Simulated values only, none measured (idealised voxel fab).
process module | voxel ribs on slabs
cross-section cut | 210 nm wide | cells 5 nm
A cross-section is a grid of square cells, given in bands from the top down. A band is one or more rows of cells.
Each band's line starts with the height of the band's top and of its bottom, in nm. Then come its materials from left to right, each with its width in nm. One material with "throughout" fills the band from edge to edge. "air" is empty space.
Height 0 is the level under which the wafer as received is all one material. The lowest band goes on downwards, as in "0 down".
A width such as "30 to 40" changes by the same amount from each row of cells to the next, from the band's top row to its bottom row.
"no change" after a step means that no cell of the cross-section changed.
closed voids: empty space of 8 cells or more with no open way to the top, each as width x height at its distance from the left edge, in nm
after a step's settings: what the simulator itself notes on the step
overlay nm, on a step with a mask: how far to the right of its planned place the mask lay; to the left if negative
plan
1 op RECEIVE | material Si
2 op DIRECTIONAL_DEP | material SiO2 | thk nm 20
3 op DIRECTIONAL_DEP | material polySi | thk nm 15
4 op PATTERN | tone cover | mask id RIB | material resist | width nm 15 | thk nm 15 | overlay nm 0
5 op DIRECTIONAL_ETCH | etch materials polySi | depth nm 10
6 op STRIP | etch materials resist
7 op MASKED_ETCH | tone cover | mask id SLAB | width nm 65 | etch materials polySi | depth nm 5 | overlay nm 0
8 op FILL_DEP | material SiO2 | thk nm 15
9 op CMP | height nm 45
10 op DIRECTIONAL_DEP | material W | thk nm 10
11 op DIRECTIONAL_DEP | material aC | thk nm 10
12 op PATTERN | tone cover | mask id HEATER | material resist | width nm 25 | thk nm 25 | overlay nm 0
13 op DIRECTIONAL_ETCH | etch materials aC | depth nm 10
14 op STRIP | etch materials resist
15 op DIRECTIONAL_ETCH | etch materials W | depth nm 10
16 op STRIP | etch materials aC
17 op CONFORMAL_DEP | material SiN | thk nm 5
as received, after step 1
  0 down: Si throughout
  closed voids: none
first wafer at the end, as planned
  60 to 55: air 85 | SiN 35 | air 90
  55 to 50: air 85 | SiN 5 | W 25 | SiN 5 | air 90
  50 to 45: SiN 90 | W 25 | SiN 95
  45 to 35: SiO2 throughout
  35 to 25: SiO2 95 | polySi 15 | SiO2 100
  25 to 20: SiO2 70 | polySi 65 | SiO2 75
  20 to 0: SiO2 throughout
  0 down: Si throughout
  closed voids: none
second wafer at the end: like start, like plan, one mistake
  60 to 55: air 85 | SiN 35 | air 90
  55 to 50: air 85 | SiN 5 | W 25 | SiN 5 | air 90
  50 to 45: SiN 90 | W 25 | SiN 95
  45 to 35: SiO2 throughout
  35 to 20: aC throughout
  20 to 0: SiO2 throughout
  0 down: Si throughout
  closed voids: none
what went wrong: step 3 ran as: op DIRECTIONAL_DEP | material aC | thk nm 15
at the end the second wafer has, in cells: 107 fewer of SiO2 | 126 more of aC | 19 fewer of polySi
